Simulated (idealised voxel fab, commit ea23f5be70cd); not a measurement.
Documented hereafter: the process module known as voxel wiring stack.
cross-section cut | 170 nm wide | cells 5 nm
Just so we're on the same page, the cross-sections are grids of square cells, and they're listed out in bands top to bottom, each band one or more rows deep.
Band entry format. Leading values: height of top, height of bottom, nm. Remainder: materials in left-to-right order, each with its width in nm. Special words: "everywhere" on a single material, which then fills the band edge to edge; "empty", empty space.
Height 0 is the level under which the wafer as received is all one material. The lowest band goes on downwards, as in "0 nm and below".
When a width is written as two numbers, as in "30 to 40", the first number is the width in the top row of cells of the band and the second is the width in its bottom row, and the width changes by the same amount from each row to the next.
No cell of the cross-section changed in a step that is given as "nothing altered".
Each empty space that has no open way to the top and spans at least 8 cells appears under "Closed cavity list" as width x height at distance, the distance counted from the left edge, all in nm.
Text after the settings on a step's line: the simulator's own remark on that step.
What "overlay nm" on a step's line means: if the step has a mask, that mask lay this far to the right of its planned place, or, when the value is negative, to the left.
## The steps planned for the process are as follows
1) RECEIVE [material Si]
2) CONFORMAL_DEP [material SiO2] [thk nm 10]
3) DIRECTIONAL_DEP [material TiN] [thk nm 5]
4) DIRECTIONAL_DEP [material W] [thk nm 25]
5) PATTERN [tone cover] [mask id METAL_1] [material resist] [width nm 30] [pitch nm 55] [thk nm 20] [overlay nm 0]
6) DIRECTIONAL_ETCH [etch materials W] [depth nm 25]
7) DIRECTIONAL_ETCH [etch materials TiN] [depth nm 5]
8) STRIP [etch materials resist]
9) FILL_DEP [material lowk] [thk nm 5]
10) CMP [height nm 40]
11) CONFORMAL_DEP [material SiCN] [thk nm 5]
12) DIRECTIONAL_DEP [material lowk] [thk nm 20]
13) DIRECTIONAL_DEP [material aC] [thk nm 10]
14) PATTERN [tone open] [mask id PLUG_1] [material resist] [width nm 15] [pitch nm 55] [thk nm 25] [overlay nm 0]
15) DIRECTIONAL_ETCH [etch materials aC] [depth nm 10]
16) STRIP [etch materials resist]
17) DIRECTIONAL_ETCH [etch materials lowk] [depth nm 20]
18) DIRECTIONAL_ETCH [etch materials SiCN] [depth nm 5]
19) STRIP [etch materials aC]
20) CONFORMAL_DEP [material TiN] [thk nm 5]
21) FILL_DEP [material Cu] [thk nm 10]
22) CMP [height nm 65]
23) CONFORMAL_DEP [material SiN] [thk nm 5]
24) DIRECTIONAL_DEP [material SiO2] [thk nm 15]
25) MASKED_ETCH [tone open] [mask id METAL_2] [width nm 30] [pitch nm 55] [etch materials SiO2] [depth nm 15] [overlay nm 0]
26) MASKED_ETCH [tone open] [mask id METAL_2] [width nm 30] [pitch nm 55] [etch materials SiN] [depth nm 5] [overlay nm 0]
27) CONFORMAL_DEP [material TiN] [thk nm 5]
28) FILL_DEP [material Cu] [thk nm 10]
29) CMP [height nm 85]
30) CONFORMAL_DEP [material SiCN] [thk nm 5]
The plan's step 14 overlay nm is the first wafer's value; the wafers differ in this setting and start identical.
## First of several wafers, received after step 1, in cross-section
* 0 nm and below | Si everywhere
* Closed cavity list: none
## Per-wafer rows below. For each material: cells gained (+) or lost (-) since the wafer was received, as of end of module. Then: closed voids
overlay nm 0 | +48 Cu | +59 SiCN | +16 SiN | +116 SiO2 | +87 TiN | +90 W | +196 lowk | Closed cavity list: none
overlay nm 5 | +48 Cu | +59 SiCN | +16 SiN | +116 SiO2 | +87 TiN | +90 W | +196 lowk | Closed cavity list: none
overlay nm 10 | +48 Cu | +59 SiCN | +16 SiN | +116 SiO2 | +87 TiN | +90 W | +196 lowk | Closed cavity list: none
overlay nm 15 | +48 Cu | +59 SiCN | +16 SiN | +116 SiO2 | +87 TiN | +90 W | +196 lowk | Closed cavity list: none
